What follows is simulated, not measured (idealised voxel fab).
Module name: voxel fin reveal (process module)
Section cut is 275 nm wide and gridded with 5 nm square cells.
Notation: cross-section as square-cell grid; stated in bands, top first, going down; one or more cell rows per band. For a band, the entry starts with two heights in nm, that of the top and then that of the bottom, and carries on with the band's materials in order from left to right, each alongside its width in nm; the word "edge to edge" beside a single material means it fills the band edge to edge, and "empty" means empty space. Heights are reckoned from 0. Under this level, the received wafer is all of one material. The bottommost band is open-ended downward, for example "top 0, no bottom". Note: "30 to 40" means the width goes from the first number (top row of the band) to the second number (bottom row) in equal steps per row of cells. A step reported as "no change" is a step in which no cell of the cross-section changed. The entry "Unvented voids" lists the empty spaces that cover at least 8 cells and have no open path to the top. Each is written as width x height at distance, where the distance is measured from the left edge and all three values are in nm. Text after the settings on a step's line: the simulator's own remark on that step. overlay nm: mask right of planned place by this much (step with mask). Neg. = left.

**The following list gives the planned process steps**
step 1: RECEIVE: material Si
step 2: CONFORMAL_DEP: material SiN, thk nm 5
step 3: MASKED_ETCH: tone cover, mask id FINS, width nm 15, pitch nm 40, etch materials SiN, depth nm 5, overlay nm 0
step 4: MASKED_ETCH: tone cover, mask id FINS, width nm 15, pitch nm 40, etch materials Si, depth nm 35, overlay nm 0
step 5: FILL_DEP: material SiO2, thk nm 10
step 6: CMP: height nm 5
step 7: SELECTIVE_ETCH: etch materials SiO2, depth nm 25
step 8: STRIP: etch materials SiN
step 9: CONFORMAL_DEP: material HfO2, thk nm 5
For this document, wafers share an identical start and vary in the step 9 thk nm; the plan quotes the first wafer's value.

**first wafer as received, after step 1**
* top 0, no bottom | Si edge to edge
* Unvented voids: none

**Every row in this table is a wafer at the end of the module, and it gives, for each of the materials, the cells that wafer has gained (+) or lost (-) since it was received, then its closed voids**
thk nm 5, +71 HfO2, -343 Si, +147 SiO2, Unvented voids: none
thk nm 10, +142 HfO2, -343 Si, +147 SiO2, Unvented voids: none
thk nm 15, +209 HfO2, -343 Si, +147 SiO2, Unvented voids: none
thk nm 20, +272 HfO2, -343 Si, +147 SiO2, Unvented voids: none
